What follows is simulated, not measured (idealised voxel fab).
process module | voxel ribs on slabs
cross-section cut | 170 nm wide | cells 5 nm
A cross-section is a grid of square cells, given in bands from the top down. A band is one or more rows of cells.
Each band's line starts with the height of the band's top and of its bottom, in nm. Then come its materials from left to right, each with its width in nm. One material with "throughout" fills the band from edge to edge. "air" is empty space.
Height 0 is the level under which the wafer as received is all one material. The lowest band goes on downwards, as in "0 down".
A width such as "30 to 40" changes by the same amount from each row of cells to the next, from the band's top row to its bottom row.
"no change" after a step means that no cell of the cross-section changed.
closed voids: empty space of 8 cells or more with no open way to the top, each as width x height at its distance from the left edge, in nm
after a step's settings: what the simulator itself notes on the step
overlay nm, on a step with a mask: how far to the right of its planned place the mask lay; to the left if negative
plan
1 op RECEIVE | material Si
2 op DIRECTIONAL_DEP | material SiO2 | thk nm 30
3 op DIRECTIONAL_DEP | material polySi | thk nm 15
4 op PATTERN | tone cover | mask id RIB | material resist | width nm 25 | thk nm 20 | overlay nm 0
5 op DIRECTIONAL_ETCH | etch materials polySi | depth nm 5
6 op STRIP | etch materials resist
7 op DIRECTIONAL_DEP | material aC | thk nm 15
8 op PATTERN | tone cover | mask id SLAB | material resist | width nm 65 | thk nm 35 | overlay nm 0
9 op DIRECTIONAL_ETCH | etch materials aC | depth nm 15
10 op STRIP | etch materials resist
11 op DIRECTIONAL_ETCH | etch materials polySi | depth nm 10
12 op STRIP | etch materials aC
13 op FILL_DEP | material SiO2 | thk nm 25
14 op CMP | height nm 60
15 op DIRECTIONAL_DEP | material W | thk nm 5
16 op DIRECTIONAL_DEP | material aC | thk nm 10
17 op PATTERN | tone cover | mask id HEATER | material resist | width nm 35 | thk nm 30 | overlay nm 0
18 op DIRECTIONAL_ETCH | etch materials aC | depth nm 10
19 op STRIP | etch materials resist
20 op DIRECTIONAL_ETCH | etch materials W | depth nm 5
21 op STRIP | etch materials aC
22 op CONFORMAL_DEP | material SiN | thk nm 5
first wafer, as planned
as received, after step 1
  0 down: Si throughout
  closed voids: none
after step 2
  30 to 0: SiO2 throughout
  below 0: unchanged
after step 3
  45 to 30: polySi throughout
  below 30: unchanged
after step 4
  65 to 45: air 70 | resist 25 | air 75
  below 45: unchanged
after step 5
  65 to 45: air 70 | resist 25 | air 75
  45 to 40: air 70 | polySi 25 | air 75
  below 40: unchanged
after step 6
  45 to 40: air 70 | polySi 25 | air 75
  below 40: unchanged
after step 7
  60 to 55: air 70 | aC 25 | air 75
  55 to 45: aC throughout
  45 to 40: aC 70 | polySi 25 | aC 75
  below 40: unchanged
after step 8
  95 to 60: air 50 | resist 65 | air 55
  60 to 55: air 50 | resist 20 | aC 25 | resist 20 | air 55
  below 55: unchanged
after step 9
  80 to 60: air 50 | resist 65 | air 55
  60 to 55: air 50 | resist 20 | aC 25 | resist 20 | air 55
  55 to 45: air 50 | aC 65 | air 55
  45 to 40: air 50 | aC 20 | polySi 25 | aC 20 | air 55
  below 40: unchanged
after step 10
  60 to 55: air 70 | aC 25 | air 75
  below 55: unchanged
after step 11
  60 to 55: air 70 | aC 25 | air 75
  55 to 45: air 50 | aC 65 | air 55
  45 to 40: air 50 | aC 20 | polySi 25 | aC 20 | air 55
  40 to 30: air 50 | polySi 65 | air 55
  below 30: unchanged
after step 12
  45 to 40: air 70 | polySi 25 | air 75
  below 40: unchanged
after step 13
  70 to 45: SiO2 throughout
  45 to 40: SiO2 70 | polySi 25 | SiO2 75
  40 to 30: SiO2 50 | polySi 65 | SiO2 55
  below 30: unchanged
after step 14
  60 to 45: SiO2 throughout
  below 45: unchanged
after step 15
  65 to 60: W throughout
  below 60: unchanged
after step 16
  75 to 65: aC throughout
  below 65: unchanged
after step 17
  105 to 75: air 65 | resist 35 | air 70
  below 75: unchanged
after step 18
  95 to 75: air 65 | resist 35 | air 70
  75 to 65: air 65 | aC 35 | air 70
  below 65: unchanged
after step 19
  75 to 65: air 65 | aC 35 | air 70
  below 65: unchanged
after step 20
  75 to 65: air 65 | aC 35 | air 70
  65 to 60: air 65 | W 35 | air 70
  below 60: unchanged
after step 21
  65 to 60: air 65 | W 35 | air 70
  below 60: unchanged
after step 22
  70 to 65: air 60 | SiN 45 | air 65
  65 to 60: SiN 65 | W 35 | SiN 70
  below 60: unchanged
second wafer: like start, like plan, one mistake. Through step 21 it matches the first wafer
when step 22 should have ended
  80 to 75: air 50 | SiN 65 | air 55
  75 to 65: SiN throughout
  65 to 60: SiN 65 | W 35 | SiN 70
  below 60: unchanged
what went wrong: step 22 ran as: op CONFORMAL_DEP | material SiN | thk nm 15
at the end the second wafer has, in cells: 72 more of SiN
